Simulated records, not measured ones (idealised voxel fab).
A process module follows: voxel transistor to metal.
The figure presents cross-section cut, which has a width of 295 nm and is divided into square cells with an edge length of 5 nm.
A cross-section in this document is a grid of square cells, and it is written down as bands, the top band listed before the ones below it; a band is made up of one or more rows of cells.
Look at the band entry: it leads with the top's height and the bottom's height in nm. Then it lists the materials left to right, with a width in nm for each. The word "everywhere" on a single material says that material fills the band edge to edge. The word "air" is empty space.
Heights from 0 (as-received wafer is one material below). Bottom band endless downward, as "from 0 down".
It should be noted that a width expressed as "30..40" varies in equal increments from row to row of cells within the band, taking the value of the first number at the top row and that of the second number at the bottom row.
Any step labelled "no change occurred" changed none of the cells in the cross-section.
This entry, "closed voids", enumerates those empty regions of no fewer than 8 cells that possess no open connection to the top. Each region is reported in the form width x height at distance, the distance being taken from the left edge, with all three quantities expressed in nm.
Where a step's line continues beyond its settings, the continuation is a remark by the simulator itself on that step.
Steps that use a mask can have "overlay nm" on their line. It says how far the mask sat to the right of where it was meant to be. Negative means to the left.
Before/after cross-section pairs, one process step each; after shown to lowest changed band; step and settings beneath. Pairs may be from different runs of this module on the same starting wafer; a pair continues from the one above only where its "Prior to processing" entry says so.
[Prior to processing]
* from 120 to 105 = 30 nm aC; 20 nm air; 115 nm aC; 20 nm air; 110 nm aC
* from 105 to 80 = lowk everywhere
* from 80 to 75 = SiCN everywhere
* from 75 to 55 = 25 nm lowk; 5 nm SiN; 20 nm Ru; 5 nm SiN; 45 nm lowk; 5 nm SiN; 20 nm Ru; 5 nm SiN; 30 nm lowk; 5 nm SiN; 20 nm Ru; 5 nm SiN; 45 nm lowk; 5 nm SiN; 20 nm Ru; 5 nm SiN; 30 nm lowk
* from 55 to 50 = 30 nm SiN; 20 nm TiN; 55 nm SiN; 20 nm TiN; 40 nm SiN; 20 nm TiN; 55 nm SiN; 20 nm TiN; 35 nm SiN
* from 50 to 40 = 30 nm SiO2; 5 nm TiN; 20 nm W; 5 nm TiN; 35 nm SiO2; 5 nm TiN; 20 nm W; 5 nm TiN; 40 nm SiO2; 5 nm TiN; 20 nm W; 5 nm TiN; 35 nm SiO2; 5 nm TiN; 20 nm W; 5 nm TiN; 35 nm SiO2
* from 40 to 35 = 30 nm SiO2; 5 nm TiN; 10 nm W; 15 nm TiN; 35 nm SiO2; 15 nm TiN; 10 nm W; 5 nm TiN; 40 nm SiO2; 5 nm TiN; 10 nm W; 15 nm TiN; 35 nm SiO2; 15 nm TiN; 10 nm W; 5 nm TiN; 35 nm SiO2
* from 35 to 25 = 30 nm SiO2; 5 nm TiN; 10 nm W; 5 nm TiN; 10 nm SiN; 5 nm SiO2; 25 nm SiCN; 5 nm SiO2; 10 nm SiN; 5 nm TiN; 10 nm W; 5 nm TiN; 40 nm SiO2; 5 nm TiN; 10 nm W; 5 nm TiN; 10 nm SiN; 5 nm SiO2; 25 nm SiCN; 5 nm SiO2; 10 nm SiN; 5 nm TiN; 10 nm W; 5 nm TiN; 35 nm SiO2
* from 25 to 15 = 30 nm SiO2; 5 nm TiN; 10 nm W; 5 nm TiN; 10 nm SiN; 5 nm SiO2; 25 nm polySi; 5 nm SiO2; 10 nm SiN; 5 nm TiN; 10 nm W; 5 nm TiN; 40 nm SiO2; 5 nm TiN; 10 nm W; 5 nm TiN; 10 nm SiN; 5 nm SiO2; 25 nm polySi; 5 nm SiO2; 10 nm SiN; 5 nm TiN; 10 nm W; 5 nm TiN; 35 nm SiO2
* from 15 to 10 = 30 nm SiO2; 20 nm TiN; 10 nm SiN; 5 nm SiO2; 25 nm polySi; 5 nm SiO2; 10 nm SiN; 20 nm TiN; 40 nm SiO2; 20 nm TiN; 10 nm SiN; 5 nm SiO2; 25 nm polySi; 5 nm SiO2; 10 nm SiN; 20 nm TiN; 35 nm SiO2
* from 10 to 0 = 30 nm SiO2; 5 nm TiN; 15 nm nSi; 10 nm SiN; 5 nm SiO2; 25 nm polySi; 5 nm SiO2; 10 nm SiN; 15 nm nSi; 5 nm TiN; 40 nm SiO2; 5 nm TiN; 15 nm nSi; 10 nm SiN; 5 nm SiO2; 25 nm polySi; 5 nm SiO2; 10 nm SiN; 15 nm nSi; 5 nm TiN; 35 nm SiO2
* from 0 to -5 = 30 nm SiO2; 5 nm TiN; 15 nm nSi; 55 nm SiO2; 15 nm nSi; 5 nm TiN; 40 nm SiO2; 5 nm TiN; 15 nm nSi; 55 nm SiO2; 15 nm nSi; 5 nm TiN; 35 nm SiO2
* from -5 to -10 = 35 nm SiO2; 15 nm nSi; 55 nm Si; 15 nm nSi; 50 nm SiO2; 15 nm nSi; 55 nm Si; 15 nm nSi; 40 nm SiO2
* from -10 to -25 = 30 nm SiO2; 20 nm nSi; 55 nm Si; 20 nm nSi; 40 nm SiO2; 20 nm nSi; 55 nm Si; 20 nm nSi; 35 nm SiO2
* from -25 to -35 = 30 nm SiO2; 95 nm Si; 40 nm SiO2; 95 nm Si; 35 nm SiO2
* from -35 down = Si everywhere
* closed voids: none
[Cross-Section After Step]
* from 120 to 105 = 30 nm aC; 20 nm air; 115 nm aC; 20 nm air; 110 nm aC
* from 105 to 90 = 30 nm lowk; 20 nm air; 115 nm lowk; 20 nm air; 110 nm lowk
* Below 90 it's all the same as before, nothing changed down there.
* closed voids: none
Which step turns the before cross-section above into the after cross-section? DIRECTIONAL_ETCH, etch materials lowk, depth nm 15
Prior to processing: look at the pair above, its after cross-section is where this step starts.
[Cross-Section After Step]
* from 105 to 90 = 30 nm lowk; 20 nm air; 115 nm lowk; 20 nm air; 110 nm lowk
* Below 90 it's all the same as before, nothing changed down there.
* closed voids: none
Which step turns the before cross-section above into the after cross-section? STRIP, etch materials aC
Prior to processing: look at the pair above, its after cross-section is where this step starts.
[Cross-Section After Step]
* from 115 to 105 = 30 nm aC; 20 nm air; 115 nm aC; 20 nm air; 110 nm aC
* from 105 to 100 = 30 nm lowk; 20 nm air; 115 nm lowk; 20 nm air; 110 nm lowk
* from 100 to 90 = 30 nm lowk; 20 nm aC; 115 nm lowk; 20 nm aC; 110 nm lowk
* Below 90 it's all the same as before, nothing changed down there.
* closed voids: none
Which step turns the before cross-section above into the after cross-section? DIRECTIONAL_DEP, material aC, thk nm 10
Prior to processing: look at the pair above, its after cross-section is where this step starts.
[Cross-Section After Step]
* from 140 to 115 = 30 nm resist; 15 nm air; 120 nm resist; 15 nm air; 115 nm resist
* from 115 to 105 = 30 nm aC; 15 nm air; 5 nm resist; 115 nm aC; 15 nm air; 5 nm resist; 110 nm aC
* from 105 to 100 = 30 nm lowk; 15 nm air; 5 nm resist; 115 nm lowk; 15 nm air; 5 nm resist; 110 nm lowk
* Below 100 it's all the same as before, nothing changed down there.
* closed voids: none
Which step turns the before cross-section above into the after cross-section? PATTERN, tone open, mask id METAL_2_HOLES, material resist, width nm 15, pitch nm 135, thk nm 25, overlay nm 0
Prior to processing: look at the pair above, its after cross-section is where this step starts.
[Cross-Section After Step]
* from 130 to 115 = 30 nm resist; 15 nm air; 120 nm resist; 15 nm air; 115 nm resist
* from 115 to 105 = 30 nm aC; 15 nm air; 5 nm resist; 115 nm aC; 15 nm air; 5 nm resist; 110 nm aC
* from 105 to 100 = 30 nm lowk; 15 nm air; 5 nm resist; 115 nm lowk; 15 nm air; 5 nm resist; 110 nm lowk
* from 100 to 90 = 30 nm lowk; 15 nm air; 5 nm aC; 115 nm lowk; 15 nm air; 5 nm aC; 110 nm lowk
* Below 90 it's all the same as before, nothing changed down there.
* closed voids: none
Which step turns the before cross-section above into the after cross-section? DIRECTIONAL_ETCH, etch materials aC, depth nm 10
Prior to processing: look at the pair above, its after cross-section is where this step starts.
[Cross-Section After Step]
* from 115 to 105 = 30 nm aC; 20 nm air; 115 nm aC; 20 nm air; 110 nm aC
* from 105 to 100 = 30 nm lowk; 20 nm air; 115 nm lowk; 20 nm air; 110 nm lowk
* Below 100 it's all the same as before, nothing changed down there.
* closed voids: none
Which step turns the before cross-section above into the after cross-section? STRIP, etch materials resist
Prior to processing: look at the pair above, its after cross-section is where this step starts.
[Cross-Section After Step]
* from 115 to 105 = 30 nm aC; 20 nm air; 115 nm aC; 20 nm air; 110 nm aC
* from 105 to 100 = 30 nm lowk; 20 nm air; 115 nm lowk; 20 nm air; 110 nm lowk
* from 100 to 90 = 30 nm lowk; 15 nm air; 5 nm aC; 115 nm lowk; 15 nm air; 5 nm aC; 110 nm lowk
* from 90 to 80 = 30 nm lowk; 15 nm air; 120 nm lowk; 15 nm air; 115 nm lowk
* Below 80 it's all the same as before, nothing changed down there.
* closed voids: none
Which step turns the before cross-section above into the after cross-section? DIRECTIONAL_ETCH, etch materials lowk, depth nm 10
Prior to processing: look at the pair above, its after cross-section is where this step starts.
[Cross-Section After Step]
* from 115 to 105 = 30 nm aC; 20 nm air; 115 nm aC; 20 nm air; 110 nm aC
* from 105 to 100 = 30 nm lowk; 20 nm air; 115 nm lowk; 20 nm air; 110 nm lowk
* from 100 to 90 = 30 nm lowk; 15 nm air; 5 nm aC; 115 nm lowk; 15 nm air; 5 nm aC; 110 nm lowk
* from 90 to 80 = 30 nm lowk; 15 nm air; 120 nm lowk; 15 nm air; 115 nm lowk
* from 80 to 75 = 30 nm SiCN; 15 nm air; 120 nm SiCN; 15 nm air; 115 nm SiCN
* Below 75 it's all the same as before, nothing changed down there.
* closed voids: none
Which step turns the before cross-section above into the after cross-section? DIRECTIONAL_ETCH, etch materials SiCN, depth nm 5
Prior to processing: look at the pair above, its after cross-section is where this step starts.
[Cross-Section After Step]
* from 105 to 90 = 30 nm lowk; 20 nm air; 115 nm lowk; 20 nm air; 110 nm lowk
* Below 90 it's all the same as before, nothing changed down there.
* closed voids: none
Which step turns the before cross-section above into the after cross-section? STRIP, etch materials aC
Prior to processing: look at the pair above, its after cross-section is where this step starts.
[Cross-Section After Step]
* from 110 to 105 = 35 nm TiN; 10 nm air; 125 nm TiN; 10 nm air; 115 nm TiN
* from 105 to 95 = 30 nm lowk; 5 nm TiN; 10 nm air; 5 nm TiN; 115 nm lowk; 5 nm TiN; 10 nm air; 5 nm TiN; 110 nm lowk
* from 95 to 90 = 30 nm lowk; 5 nm TiN; 5 nm air; 10 nm TiN; 115 nm lowk; 5 nm TiN; 5 nm air; 10 nm TiN; 110 nm lowk
* from 90 to 80 = 30 nm lowk; 5 nm TiN; 5 nm air; 5 nm TiN; 120 nm lowk; 5 nm TiN; 5 nm air; 5 nm TiN; 115 nm lowk
* from 80 to 75 = 30 nm SiCN; 15 nm TiN; 120 nm SiCN; 15 nm TiN; 115 nm SiCN
* Below 75 it's all the same as before, nothing changed down there.
* closed voids: none
Which step turns the before cross-section above into the after cross-section? CONFORMAL_DEP, material TiN, thk nm 5
Prior to processing: look at the pair above, its after cross-section is where this step starts.
[Cross-Section After Step]
* from 115 to 110 = Cu everywhere
* from 110 to 105 = 35 nm TiN; 10 nm Cu; 125 nm TiN; 10 nm Cu; 115 nm TiN
* from 105 to 95 = 30 nm lowk; 5 nm TiN; 10 nm Cu; 5 nm TiN; 115 nm lowk; 5 nm TiN; 10 nm Cu; 5 nm TiN; 110 nm lowk
* from 95 to 90 = 30 nm lowk; 5 nm TiN; 5 nm Cu; 10 nm TiN; 115 nm lowk; 5 nm TiN; 5 nm Cu; 10 nm TiN; 110 nm lowk
* from 90 to 80 = 30 nm lowk; 5 nm TiN; 5 nm Cu; 5 nm TiN; 120 nm lowk; 5 nm TiN; 5 nm Cu; 5 nm TiN; 115 nm lowk
* Below 80 it's all the same as before, nothing changed down there.
* closed voids: none
Which step turns the before cross-section above into the after cross-section? FILL_DEP, material Cu, thk nm 5
Prior to processing: look at the pair above, its after cross-section is where this step starts.
[Cross-Section After Step]
* from 105 to 95 = 30 nm lowk; 5 nm TiN; 10 nm Cu; 5 nm TiN; 115 nm lowk; 5 nm TiN; 10 nm Cu; 5 nm TiN; 110 nm lowk
* Below 95 it's all the same as before, nothing changed down there.
* closed voids: none
Which step turns the before cross-section above into the after cross-section? CMP, height nm 105
Prior to processing: look at the pair above, its after cross-section is where this step starts.
[Cross-Section After Step]
* from 110 to 105 = SiCN everywhere
* Below 105 it's all the same as before, nothing changed down there.
* closed voids: none
Which step turns the before cross-section above into the after cross-section? CONFORMAL_DEP, material SiCN, thk nm 5
[Prior to processing]
* from 75 to 55 = Ru everywhere
* from 55 to 50 = TiN everywhere
* from 50 to 40 = 30 nm SiO2; 5 nm TiN; 20 nm W; 5 nm TiN; 35 nm SiO2; 5 nm TiN; 20 nm W; 5 nm TiN; 40 nm SiO2; 5 nm TiN; 20 nm W; 5 nm TiN; 35 nm SiO2; 5 nm TiN; 20 nm W; 5 nm TiN; 35 nm SiO2
* from 40 to 35 = 30 nm SiO2; 5 nm TiN; 10 nm W; 15 nm TiN; 35 nm SiO2; 15 nm TiN; 10 nm W; 5 nm TiN; 40 nm SiO2; 5 nm TiN; 10 nm W; 15 nm TiN; 35 nm SiO2; 15 nm TiN; 10 nm W; 5 nm TiN; 35 nm SiO2
* from 35 to 25 = 30 nm SiO2; 5 nm TiN; 10 nm W; 5 nm TiN; 10 nm SiN; 5 nm SiO2; 25 nm SiCN; 5 nm SiO2; 10 nm SiN; 5 nm TiN; 10 nm W; 5 nm TiN; 40 nm SiO2; 5 nm TiN; 10 nm W; 5 nm TiN; 10 nm SiN; 5 nm SiO2; 25 nm SiCN; 5 nm SiO2; 10 nm SiN; 5 nm TiN; 10 nm W; 5 nm TiN; 35 nm SiO2
* from 25 to 15 = 30 nm SiO2; 5 nm TiN; 10 nm W; 5 nm TiN; 10 nm SiN; 5 nm SiO2; 25 nm polySi; 5 nm SiO2; 10 nm SiN; 5 nm TiN; 10 nm W; 5 nm TiN; 40 nm SiO2; 5 nm TiN; 10 nm W; 5 nm TiN; 10 nm SiN; 5 nm SiO2; 25 nm polySi; 5 nm SiO2; 10 nm SiN; 5 nm TiN; 10 nm W; 5 nm TiN; 35 nm SiO2
* from 15 to 10 = 30 nm SiO2; 20 nm TiN; 10 nm SiN; 5 nm SiO2; 25 nm polySi; 5 nm SiO2; 10 nm SiN; 20 nm TiN; 40 nm SiO2; 20 nm TiN; 10 nm SiN; 5 nm SiO2; 25 nm polySi; 5 nm SiO2; 10 nm SiN; 20 nm TiN; 35 nm SiO2
* from 10 to 0 = 30 nm SiO2; 5 nm TiN; 15 nm nSi; 10 nm SiN; 5 nm SiO2; 25 nm polySi; 5 nm SiO2; 10 nm SiN; 15 nm nSi; 5 nm TiN; 40 nm SiO2; 5 nm TiN; 15 nm nSi; 10 nm SiN; 5 nm SiO2; 25 nm polySi; 5 nm SiO2; 10 nm SiN; 15 nm nSi; 5 nm TiN; 35 nm SiO2
* from 0 to -5 = 30 nm SiO2; 5 nm TiN; 15 nm nSi; 55 nm SiO2; 15 nm nSi; 5 nm TiN; 40 nm SiO2; 5 nm TiN; 15 nm nSi; 55 nm SiO2; 15 nm nSi; 5 nm TiN; 35 nm SiO2
* from -5 to -20 = 30 nm SiO2; 20 nm nSi; 55 nm Si; 20 nm nSi; 40 nm SiO2; 20 nm nSi; 55 nm Si; 20 nm nSi; 35 nm SiO2
* from -20 to -35 = 30 nm SiO2; 95 nm Si; 40 nm SiO2; 95 nm Si; 35 nm SiO2
* from -35 down = Si everywhere
* closed voids: none
[Cross-Section After Step]
* from 95 to 75 = 30 nm air; 25 nm resist; 50 nm air; 25 nm resist; 35 nm air; 25 nm resist; 50 nm air; 25 nm resist; 30 nm air
* Below 75 it's all the same as before, nothing changed down there.
* closed voids: none
Which step turns the before cross-section above into the after cross-section? PATTERN, tone cover, mask id METAL_1, material resist, width nm 25, thk nm 20, overlay nm 0
Prior to processing: look at the pair above, its after cross-section is where this step starts.
[Cross-Section After Step]
* from 95 to 75 = 30 nm air; 25 nm resist; 50 nm air; 25 nm resist; 35 nm air; 25 nm resist; 50 nm air; 25 nm resist; 30 nm air
* from 75 to 55 = 30 nm air; 25 nm Ru; 50 nm air; 25 nm Ru; 35 nm air; 25 nm Ru; 50 nm air; 25 nm Ru; 30 nm air
* Below 55 it's all the same as before, nothing changed down there.
* closed voids: none
Which step turns the before cross-section above into the after cross-section? DIRECTIONAL_ETCH, etch materials Ru, depth nm 20
Prior to processing: look at the pair above, its after cross-section is where this step starts.
[Cross-Section After Step]
* from 95 to 75 = 30 nm air; 25 nm resist; 50 nm air; 25 nm resist; 35 nm air; 25 nm resist; 50 nm air; 25 nm resist; 30 nm air
* from 75 to 55 = 30 nm air; 25 nm Ru; 50 nm air; 25 nm Ru; 35 nm air; 25 nm Ru; 50 nm air; 25 nm Ru; 30 nm air
* from 55 to 50 = 30 nm air; 25 nm TiN; 50 nm air; 25 nm TiN; 35 nm air; 25 nm TiN; 50 nm air; 25 nm TiN; 30 nm air
* Below 50 it's all the same as before, nothing changed down there.
* closed voids: none
Which step turns the before cross-section above into the after cross-section? DIRECTIONAL_ETCH, etch materials TiN, depth nm 5
Prior to processing: look at the pair above, its after cross-section is where this step starts.
[Cross-Section After Step]
* from 75 to 55 = 30 nm air; 25 nm Ru; 50 nm air; 25 nm Ru; 35 nm air; 25 nm Ru; 50 nm air; 25 nm Ru; 30 nm air
* Below 55 it's all the same as before, nothing changed down there.
* closed voids: none
Which step turns the before cross-section above into the after cross-section? STRIP, etch materials resist
Prior to processing: look at the pair above, its after cross-section is where this step starts.
[Cross-Section After Step]
* from 80 to 75 = 25 nm air; 35 nm SiN; 40 nm air; 35 nm SiN; 25 nm air; 35 nm SiN; 40 nm air; 35 nm SiN; 25 nm air
* from 75 to 55 = 25 nm air; 5 nm SiN; 25 nm Ru; 5 nm SiN; 40 nm air; 5 nm SiN; 25 nm Ru; 5 nm SiN; 25 nm air; 5 nm SiN; 25 nm Ru; 5 nm SiN; 40 nm air; 5 nm SiN; 25 nm Ru; 5 nm SiN; 25 nm air
* from 55 to 50 = 30 nm SiN; 25 nm TiN; 50 nm SiN; 25 nm TiN; 35 nm SiN; 25 nm TiN; 50 nm SiN; 25 nm TiN; 30 nm SiN
* Below 50 it's all the same as before, nothing changed down there.
* closed voids: none
Which step turns the before cross-section above into the after cross-section? CONFORMAL_DEP, material SiN, thk nm 5
Prior to processing: look at the pair above, its after cross-section is where this step starts.
[Cross-Section After Step]
* from 85 to 80 = lowk everywhere
* from 80 to 75 = 25 nm lowk; 35 nm SiN; 40 nm lowk; 35 nm SiN; 25 nm lowk; 35 nm SiN; 40 nm lowk; 35 nm SiN; 25 nm lowk
* from 75 to 55 = 25 nm lowk; 5 nm SiN; 25 nm Ru; 5 nm SiN; 40 nm lowk; 5 nm SiN; 25 nm Ru; 5 nm SiN; 25 nm lowk; 5 nm SiN; 25 nm Ru; 5 nm SiN; 40 nm lowk; 5 nm SiN; 25 nm Ru; 5 nm SiN; 25 nm lowk
* Below 55 it's all the same as before, nothing changed down there.
* closed voids: none
Which step turns the before cross-section above into the after cross-section? FILL_DEP, material lowk, thk nm 5
Prior to processing: look at the pair above, its after cross-section is where this step starts.
[Cross-Section After Step]
* from 75 to 55 = 25 nm lowk; 5 nm SiN; 25 nm Ru; 5 nm SiN; 40 nm lowk; 5 nm SiN; 25 nm Ru; 5 nm SiN; 25 nm lowk; 5 nm SiN; 25 nm Ru; 5 nm SiN; 40 nm lowk; 5 nm SiN; 25 nm Ru; 5 nm SiN; 25 nm lowk
* Below 55 it's all the same as before, nothing changed down there.
* closed voids: none
Which step turns the before cross-section above into the after cross-section? CMP, height nm 75
Prior to processing: look at the pair above, its after cross-section is where this step starts.
[Cross-Section After Step]
* from 80 to 75 = SiCN everywhere
* Below 75 it's all the same as before, nothing changed down there.
* closed voids: none
Which step turns the before cross-section above into the after cross-section? CONFORMAL_DEP, material SiCN, thk nm 5
Prior to processing: look at the pair above, its after cross-section is where this step starts.
[Cross-Section After Step]
* from 105 to 80 = lowk everywhere
* Below 80 it's all the same as before, nothing changed down there.
* closed voids: none
Which step turns the before cross-section above into the after cross-section? DIRECTIONAL_DEP, material lowk, thk nm 25
Prior to processing: look at the pair above, its after cross-section is where this step starts.
[Cross-Section After Step]
* from 120 to 105 = aC everywhere
* Below 105 it's all the same as before, nothing changed down there.
* closed voids: none
Which step turns the before cross-section above into the after cross-section? DIRECTIONAL_DEP, material aC, thk nm 15
Prior to processing: look at the pair above, its after cross-section is where this step starts.
[Cross-Section After Step]
* from 155 to 120 = 30 nm resist; 20 nm air; 115 nm resist; 20 nm air; 110 nm resist
* Below 120 it's all the same as before, nothing changed down there.
* closed voids: none
Which step turns the before cross-section above into the after cross-section? PATTERN, tone open, mask id METAL_2, material resist, width nm 20, pitch nm 135, thk nm 35, overlay nm 0
Prior to processing: look at the pair above, its after cross-section is where this step starts.
[Cross-Section After Step]
* from 140 to 120 = 30 nm resist; 20 nm air; 115 nm resist; 20 nm air; 110 nm resist
* from 120 to 105 = 30 nm aC; 20 nm air; 115 nm aC; 20 nm air; 110 nm aC
* Below 105 it's all the same as before, nothing changed down there.
* closed voids: none
Which step turns the before cross-section above into the after cross-section? DIRECTIONAL_ETCH, etch materials aC, depth nm 15
Prior to processing: look at the pair above, its after cross-section is where this step starts.
[Cross-Section After Step]
* from 120 to 105 = 30 nm aC; 20 nm air; 115 nm aC; 20 nm air; 110 nm aC
* Below 105 it's all the same as before, nothing changed down there.
* closed voids: none
Which step turns the before cross-section above into the after cross-section? STRIP, etch materials resist
Prior to processing: look at the pair above, its after cross-section is where this step starts.
[Cross-Section After Step]
* from 120 to 105 = 30 nm aC; 20 nm air; 115 nm aC; 20 nm air; 110 nm aC
* from 105 to 90 = 30 nm lowk; 20 nm air; 115 nm lowk; 20 nm air; 110 nm lowk
* Below 90 it's all the same as before, nothing changed down there.
* closed voids: none
Which step turns the before cross-section above into the after cross-section? DIRECTIONAL_ETCH, etch materials lowk, depth nm 15
Prior to processing: look at the pair above, its after cross-section is where this step starts.
[Cross-Section After Step]
* from 105 to 90 = 30 nm lowk; 20 nm air; 115 nm lowk; 20 nm air; 110 nm lowk
* Below 90 it's all the same as before, nothing changed down there.
* closed voids: none
Which step turns the before cross-section above into the after cross-section? STRIP, etch materials aC
Prior to processing: look at the pair above, its after cross-section is where this step starts.
[Cross-Section After Step]
* from 115 to 105 = 30 nm aC; 20 nm air; 115 nm aC; 20 nm air; 110 nm aC
* from 105 to 100 = 30 nm lowk; 20 nm air; 115 nm lowk; 20 nm air; 110 nm lowk
* from 100 to 90 = 30 nm lowk; 20 nm aC; 115 nm lowk; 20 nm aC; 110 nm lowk
* Below 90 it's all the same as before, nothing changed down there.
* closed voids: none
Which step turns the before cross-section above into the after cross-section? DIRECTIONAL_DEP, material aC, thk nm 10
Prior to processing: look at the pair above, its after cross-section is where this step starts.
[Cross-Section After Step]
* from 140 to 115 = 30 nm resist; 15 nm air; 120 nm resist; 15 nm air; 115 nm resist
* from 115 to 105 = 30 nm aC; 15 nm air; 5 nm resist; 115 nm aC; 15 nm air; 5 nm resist; 110 nm aC
* from 105 to 100 = 30 nm lowk; 15 nm air; 5 nm resist; 115 nm lowk; 15 nm air; 5 nm resist; 110 nm lowk
* Below 100 it's all the same as before, nothing changed down there.
* closed voids: none
Which step turns the before cross-section above into the after cross-section? PATTERN, tone open, mask id METAL_2_HOLES, material resist, width nm 15, pitch nm 135, thk nm 25, overlay nm 0
Prior to processing: look at the pair above, its after cross-section is where this step starts.
[Cross-Section After Step]
* from 130 to 115 = 30 nm resist; 15 nm air; 120 nm resist; 15 nm air; 115 nm resist
* from 115 to 105 = 30 nm aC; 15 nm air; 5 nm resist; 115 nm aC; 15 nm air; 5 nm resist; 110 nm aC
* from 105 to 100 = 30 nm lowk; 15 nm air; 5 nm resist; 115 nm lowk; 15 nm air; 5 nm resist; 110 nm lowk
* from 100 to 90 = 30 nm lowk; 15 nm air; 5 nm aC; 115 nm lowk; 15 nm air; 5 nm aC; 110 nm lowk
* Below 90 it's all the same as before, nothing changed down there.
* closed voids: none
Which step turns the before cross-section above into the after cross-section? DIRECTIONAL_ETCH, etch materials aC, depth nm 10
Prior to processing: look at the pair above, its after cross-section is where this step starts.
[Cross-Section After Step]
* from 115 to 105 = 30 nm aC; 20 nm air; 115 nm aC; 20 nm air; 110 nm aC
* from 105 to 100 = 30 nm lowk; 20 nm air; 115 nm lowk; 20 nm air; 110 nm lowk
* Below 100 it's all the same as before, nothing changed down there.
* closed voids: none
Which step turns the before cross-section above into the after cross-section? STRIP, etch materials resist
Prior to processing: look at the pair above, its after cross-section is where this step starts.
[Cross-Section After Step]
* from 115 to 105 = 30 nm aC; 20 nm air; 115 nm aC; 20 nm air; 110 nm aC
* from 105 to 100 = 30 nm lowk; 20 nm air; 115 nm lowk; 20 nm air; 110 nm lowk
* from 100 to 90 = 30 nm lowk; 15 nm air; 5 nm aC; 115 nm lowk; 15 nm air; 5 nm aC; 110 nm lowk
* from 90 to 80 = 30 nm lowk; 15 nm air; 120 nm lowk; 15 nm air; 115 nm lowk
* Below 80 it's all the same as before, nothing changed down there.
* closed voids: none
Which step turns the before cross-section above into the after cross-section? DIRECTIONAL_ETCH, etch materials lowk, depth nm 10
Prior to processing: look at the pair above, its after cross-section is where this step starts.
[Cross-Section After Step]
* from 115 to 105 = 30 nm aC; 20 nm air; 115 nm aC; 20 nm air; 110 nm aC
* from 105 to 100 = 30 nm lowk; 20 nm air; 115 nm lowk; 20 nm air; 110 nm lowk
* from 100 to 90 = 30 nm lowk; 15 nm air; 5 nm aC; 115 nm lowk; 15 nm air; 5 nm aC; 110 nm lowk
* from 90 to 80 = 30 nm lowk; 15 nm air; 120 nm lowk; 15 nm air; 115 nm lowk
* from 80 to 75 = 30 nm SiCN; 15 nm air; 120 nm SiCN; 15 nm air; 115 nm SiCN
* Below 75 it's all the same as before, nothing changed down there.
* closed voids: none
Which step turns the before cross-section above into the after cross-section? DIRECTIONAL_ETCH, etch materials SiCN, depth nm 5
Prior to processing: look at the pair above, its after cross-section is where this step starts.
[Cross-Section After Step]
* from 105 to 90 = 30 nm lowk; 20 nm air; 115 nm lowk; 20 nm air; 110 nm lowk
* Below 90 it's all the same as before, nothing changed down there.
* closed voids: none
Which step turns the before cross-section above into the after cross-section? STRIP, etch materials aC
Prior to processing: look at the pair above, its after cross-section is where this step starts.
[Cross-Section After Step]
* from 110 to 105 = 35 nm TiN; 10 nm air; 125 nm TiN; 10 nm air; 115 nm TiN
* from 105 to 95 = 30 nm lowk; 5 nm TiN; 10 nm air; 5 nm TiN; 115 nm lowk; 5 nm TiN; 10 nm air; 5 nm TiN; 110 nm lowk
* from 95 to 90 = 30 nm lowk; 5 nm TiN; 5 nm air; 10 nm TiN; 115 nm lowk; 5 nm TiN; 5 nm air; 10 nm TiN; 110 nm lowk
* from 90 to 80 = 30 nm lowk; 5 nm TiN; 5 nm air; 5 nm TiN; 120 nm lowk; 5 nm TiN; 5 nm air; 5 nm TiN; 115 nm lowk
* from 80 to 75 = 30 nm SiCN; 15 nm TiN; 120 nm SiCN; 15 nm TiN; 115 nm SiCN
* Below 75 it's all the same as before, nothing changed down there.
* closed voids: none
Which step turns the before cross-section above into the after cross-section? CONFORMAL_DEP, material TiN, thk nm 5
Prior to processing: look at the pair above, its after cross-section is where this step starts.
[Cross-Section After Step]
* from 115 to 110 = Cu everywhere
* from 110 to 105 = 35 nm TiN; 10 nm Cu; 125 nm TiN; 10 nm Cu; 115 nm TiN
* from 105 to 95 = 30 nm lowk; 5 nm TiN; 10 nm Cu; 5 nm TiN; 115 nm lowk; 5 nm TiN; 10 nm Cu; 5 nm TiN; 110 nm lowk
* from 95 to 90 = 30 nm lowk; 5 nm TiN; 5 nm Cu; 10 nm TiN; 115 nm lowk; 5 nm TiN; 5 nm Cu; 10 nm TiN; 110 nm lowk
* from 90 to 80 = 30 nm lowk; 5 nm TiN; 5 nm Cu; 5 nm TiN; 120 nm lowk; 5 nm TiN; 5 nm Cu; 5 nm TiN; 115 nm lowk
* Below 80 it's all the same as before, nothing changed down there.
* closed voids: none
Which step turns the before cross-section above into the after cross-section? FILL_DEP, material Cu, thk nm 5
Prior to processing: look at the pair above, its after cross-section is where this step starts.
[Cross-Section After Step]
* from 105 to 95 = 30 nm lowk; 5 nm TiN; 10 nm Cu; 5 nm TiN; 115 nm lowk; 5 nm TiN; 10 nm Cu; 5 nm TiN; 110 nm lowk
* Below 95 it's all the same as before, nothing changed down there.
* closed voids: none
Which step turns the before cross-section above into the after cross-section? CMP, height nm 105
Prior to processing: look at the pair above, its after cross-section is where this step starts.
[Cross-Section After Step]
* from 110 to 105 = SiCN everywhere
* Below 105 it's all the same as before, nothing changed down there.
* closed voids: none
Which step turns the before cross-section above into the after cross-section? CONFORMAL_DEP, material SiCN, thk nm 5
